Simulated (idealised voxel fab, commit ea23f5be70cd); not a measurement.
process module | voxel trench capacitor
cross-section cut | 195 nm wide | cells 5 nm
A cross-section is a grid of square cells, given in bands from the top down. A band is one or more rows of cells.
Each band's line starts with the height of the band's top and of its bottom, in nm. Then come its materials from left to right, each with its width in nm. One material with "throughout" fills the band from edge to edge. "air" is empty space.
Height 0 is the level under which the wafer as received is all one material. The lowest band goes on downwards, as in "0 down".
A width such as "30 to 40" changes by the same amount from each row of cells to the next, from the band's top row to its bottom row.
"no change" after a step means that no cell of the cross-section changed.
closed voids: empty space of 8 cells or more with no open way to the top, each as width x height at its distance from the left edge, in nm
after a step's settings: what the simulator itself notes on the step
overlay nm, on a step with a mask: how far to the right of its planned place the mask lay; to the left if negative
plan
1 op RECEIVE | material Si
2 op CONFORMAL_DEP | material SiN | thk nm 5
3 op DIRECTIONAL_DEP | material aC | thk nm 15
4 op PATTERN | tone open | mask id TRENCH | material resist | width nm 15 | pitch nm 50 | thk nm 30 | overlay nm 0
5 op DIRECTIONAL_ETCH | etch materials aC | depth nm 15
6 op STRIP | etch materials resist
7 op DIRECTIONAL_ETCH | etch materials SiN | depth nm 5
8 op DIRECTIONAL_ETCH | etch materials Si | depth nm 40
9 op STRIP | etch materials aC
10 op CONFORMAL_DEP | material Al2O3 | thk nm 5
11 op CONFORMAL_DEP | material TiN | thk nm 5
12 op FILL_DEP | material W | thk nm 10
13 op CMP | height nm 5
varied across the wafers: width nm of step 4. The plan shows the first wafer's value. All wafers start alike
first wafer as received, after step 1
  0 down: Si throughout
  closed voids: none
each wafer at the end: cells of each material gained (+) or lost (-) since it was received, then its closed voids
width nm 15 | +57 Al2O3 | -72 Si | +30 SiN | +24 TiN | closed voids: none
width nm 20 | +60 Al2O3 | -96 Si | +27 SiN | +48 TiN | closed voids: none
width nm 25 | +63 Al2O3 | -120 Si | +24 SiN | +51 TiN | +21 W | closed voids: none
width nm 30 | +66 Al2O3 | -144 Si | +21 SiN | +54 TiN | +42 W | closed voids: none
width nm 35 | +69 Al2O3 | -168 Si | +18 SiN | +57 TiN | +63 W | closed voids: none
